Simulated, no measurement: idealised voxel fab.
process module | voxel double patterning
cross-section cut | 280 nm wide | cells 5 nm
A cross-section is a grid of square cells, given in bands from the top down. A band is one or more rows of cells.
Each band's line starts with the height of the band's top and of its bottom, in nm. Then come its materials from left to right, each with its width in nm. One material with "throughout" fills the band from edge to edge. "air" is empty space.
Height 0 is the level under which the wafer as received is all one material. The lowest band goes on downwards, as in "0 down".
A width such as "30 to 40" changes by the same amount from each row of cells to the next, from the band's top row to its bottom row.
"no change" after a step means that no cell of the cross-section changed.
closed voids: empty space of 8 cells or more with no open way to the top, each as width x height at its distance from the left edge, in nm
after a step's settings: what the simulator itself notes on the step
overlay nm, on a step with a mask: how far to the right of its planned place the mask lay; to the left if negative
plan
1 op RECEIVE | material Si
2 op CONFORMAL_DEP | material SiO2 | thk nm 5
3 op DIRECTIONAL_DEP | material TiN | thk nm 20
4 op DIRECTIONAL_DEP | material SiCN | thk nm 5
5 op PATTERN | tone open | mask id FIRST | material resist | width nm 15 | pitch nm 50 | thk nm 15 | overlay nm 0
6 op DIRECTIONAL_ETCH | etch materials SiCN | depth nm 5
7 op STRIP | etch materials resist
8 op PATTERN | tone open | mask id SECOND | material resist | width nm 15 | thk nm 15 | overlay nm 0
9 op DIRECTIONAL_ETCH | etch materials SiCN | depth nm 5
10 op STRIP | etch materials resist
11 op DIRECTIONAL_ETCH | etch materials TiN | depth nm 20
12 op STRIP | etch materials SiCN
as received, after step 1
  0 down: Si throughout
  closed voids: none
a wafer at the end: this start, this plan, one mistake
  10 to 5: TiN throughout
  5 to 0: SiO2 throughout
  0 down: Si throughout
  closed voids: none
what went wrong: step 4 ran as: op DIRECTIONAL_DEP | material TiN | thk nm 5
